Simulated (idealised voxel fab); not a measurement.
Documented hereafter: the process module known as voxel transistor to metal.
FYI the section here is cut, 205 nm wide, cells are 5 nm squares.
Heads up, the way a cross-section reads in here is a grid of square cells, handed over as bands from the top down, with every band being one or more rows of cells.
Each band's line starts with the height of the band's top and of its bottom, in nm. Then come its materials from left to right, each with its width in nm. One material with "throughout" fills the band from edge to edge. "air" is empty space.
Heights are expressed relative to 0, this being the level below which the as-received wafer comprises one material exclusively. The lowest band is unbounded in the downward direction and is denoted as in "from 0 down".
When a width is written as two numbers, as in "30->40", the first number is the width in the top row of cells of the band and the second is the width in its bottom row, and the width changes by the same amount from each row to the next.
Reading "all unchanged" for a step: not a cell of the cross-section changed in it.
Listed in "Non-vented voids": every empty space of 8 or more cells without an open way to the top. Form: width x height at distance, the distance being from the left edge, all in nm.
If you see something after the settings on a step's line, that's the simulator's own remark about that step.
If you see "overlay nm" on a step's line and that step has a mask, it's telling you how far right of where it was planned the mask ended up; a negative number means it went left instead.
Intended process steps:
1,RECEIVE,material Si
2,OXIDIZE,depth nm 5
3,CONFORMAL_DEP,material SiN,thk nm 10
4,MASKED_ETCH,tone cover,mask id ACTIVE,width nm 95,etch materials SiN,depth nm 10,overlay nm 0
5,MASKED_ETCH,tone cover,mask id ACTIVE,width nm 95,etch materials SiO2,depth nm 5,overlay nm 0
6,MASKED_ETCH,tone cover,mask id ACTIVE,width nm 95,etch materials Si,depth nm 30,overlay nm 0
7,OXIDIZE,depth nm 5
8,FILL_DEP,material SiO2,thk nm 5
9,CMP,height nm 10
10,SELECTIVE_ETCH,etch materials SiO2,depth nm 5
11,STRIP,etch materials SiN
12,SELECTIVE_ETCH,etch materials SiO2,depth nm 5
13,OXIDIZE,depth nm 5
14,DIRECTIONAL_DEP,material polySi,thk nm 20
15,DIRECTIONAL_DEP,material SiCN,thk nm 10
16,MASKED_ETCH,tone cover,mask id GATE,width nm 25,etch materials SiCN,depth nm 20,overlay nm 0
17,MASKED_ETCH,tone cover,mask id GATE,width nm 25,etch materials polySi,depth nm 30,overlay nm 0
18,CONFORMAL_DEP,material SiO2,thk nm 5
19,DIRECTIONAL_ETCH,etch materials SiO2,depth nm 5
20,CONFORMAL_DEP,material SiN,thk nm 5
21,DIRECTIONAL_ETCH,etch materials SiN,depth nm 5
22,DIRECTIONAL_ETCH,etch materials SiO2,depth nm 5
23,EPI,material pSi,thk nm 5
24,FILL_DEP,material SiO2,thk nm 10
25,CMP,height nm 25
26,DIRECTIONAL_DEP,material SiO2,thk nm 10
27,DIRECTIONAL_DEP,material aC,thk nm 15
28,PATTERN,tone open,mask id CONTACT,material resist,width nm 15,pitch nm 70,thk nm 35,overlay nm 0
29,DIRECTIONAL_ETCH,etch materials aC,depth nm 15
30,STRIP,etch materials resist
31,DIRECTIONAL_ETCH,etch materials SiO2,depth nm 40
32,STRIP,etch materials aC
33,CONFORMAL_DEP,material TiN,thk nm 5
34,FILL_DEP,material W,thk nm 10
35,CMP,height nm 35
36,CONFORMAL_DEP,material SiCN,thk nm 5
37,DIRECTIONAL_DEP,material lowk,thk nm 20
38,MASKED_ETCH,tone open,mask id METAL_1,width nm 15,pitch nm 70,etch materials lowk,depth nm 20,overlay nm 0
39,MASKED_ETCH,tone open,mask id METAL_1,width nm 15,pitch nm 70,etch materials SiCN,depth nm 5,overlay nm 0
40,CONFORMAL_DEP,material TiN,thk nm 5
41,FILL_DEP,material Cu,thk nm 10
42,CMP,height nm 60
43,CONFORMAL_DEP,material SiN,thk nm 5
This is the cross-section of the wafer as we received it, i.e. after step 1:
  from 0 down | Si throughout
  Non-vented voids: none
First of two wafers: cross-section at end of module, run per plan:
  from 65 to 60 | SiN throughout
  from 60 to 40 | 60 of lowk, then 5 of TiN, then 5 of Cu, then 5 of TiN, then 55 of lowk, then 5 of TiN, then 5 of Cu, then 5 of TiN, then 60 of lowk
  from 40 to 35 | 60 of SiCN, then 15 of TiN, then 55 of SiCN, then 15 of TiN, then 60 of SiCN
  from 35 to 25 | 60 of SiO2, then 5 of TiN, then 5 of W, then 5 of TiN, then 55 of SiO2, then 5 of TiN, then 5 of W, then 5 of TiN, then 60 of SiO2
  from 25 to 15 | 60 of SiO2, then 5 of TiN, then 5 of W, then 5 of TiN, then 5 of SiO2, then 5 of SiN, then 5 of SiO2, then 25 of SiCN, then 5 of SiO2, then 5 of SiN, then 5 of SiO2, then 5 of TiN, then 5 of W, then 5 of TiN, then 60 of SiO2
  from 15 to 0 | 60 of SiO2, then 5 of TiN, then 5 of W, then 5 of TiN, then 5 of SiO2, then 5 of SiN, then 5 of SiO2, then 25 of polySi, then 5 of SiO2, then 5 of SiN, then 5 of SiO2, then 5 of TiN, then 5 of W, then 5 of TiN, then 60 of SiO2
  from 0 to -5 | 55 of SiO2, then 5 of SiN, then 15 of TiN, then 5 of SiO2, then 5 of SiN, then 5 of SiO2, then 25 of polySi, then 5 of SiO2, then 5 of SiN, then 5 of SiO2, then 15 of TiN, then 5 of SiN, then 55 of SiO2
  from -5 to -10 | 60 of SiO2, then 20 of pSi, then 45 of SiO2, then 20 of pSi, then 60 of SiO2
  from -10 to -40 | 60 of SiO2, then 85 of Si, then 60 of SiO2
  from -40 down | Si throughout
  Non-vented voids: none
The second wafer, shown in cross-section after the module: started the same way as the first and given the same plan, yet one mistake crept into how it was run:
  from 65 to 60 | SiN throughout
  from 60 to 45 | 60 of lowk, then 5 of TiN, then 5 of Cu, then 5 of TiN, then 55 of lowk, then 5 of TiN, then 5 of Cu, then 5 of TiN, then 60 of lowk
  from 45 to 40 | 60 of lowk, then 15 of TiN, then 55 of lowk, then 15 of TiN, then 60 of lowk
  from 40 to 35 | TiN throughout
  from 35 to 25 | 60 of SiO2, then 5 of TiN, then 5 of W, then 5 of TiN, then 55 of SiO2, then 5 of TiN, then 5 of W, then 5 of TiN, then 60 of SiO2
  from 25 to 15 | 60 of SiO2, then 5 of TiN, then 5 of W, then 5 of TiN, then 5 of SiO2, then 5 of SiN, then 5 of SiO2, then 25 of SiCN, then 5 of SiO2, then 5 of SiN, then 5 of SiO2, then 5 of TiN, then 5 of W, then 5 of TiN, then 60 of SiO2
  from 15 to 0 | 60 of SiO2, then 5 of TiN, then 5 of W, then 5 of TiN, then 5 of SiO2, then 5 of SiN, then 5 of SiO2, then 25 of polySi, then 5 of SiO2, then 5 of SiN, then 5 of SiO2, then 5 of TiN, then 5 of W, then 5 of TiN, then 60 of SiO2
  from 0 to -5 | 55 of SiO2, then 5 of SiN, then 15 of TiN, then 5 of SiO2, then 5 of SiN, then 5 of SiO2, then 25 of polySi, then 5 of SiO2, then 5 of SiN, then 5 of SiO2, then 15 of TiN, then 5 of SiN, then 55 of SiO2
  from -5 to -10 | 60 of SiO2, then 20 of pSi, then 45 of SiO2, then 20 of pSi, then 60 of SiO2
  from -10 to -40 | 60 of SiO2, then 85 of Si, then 60 of SiO2
  from -40 down | Si throughout
  Non-vented voids: none
Processing error: step 36 ran differently from the plan; actual operation with settings: CONFORMAL_DEP,material TiN,thk nm 5
Wafer comparison, final, in cells, second relative to first, materials more or fewer: -2 Cu | -35 SiCN | +37 TiN
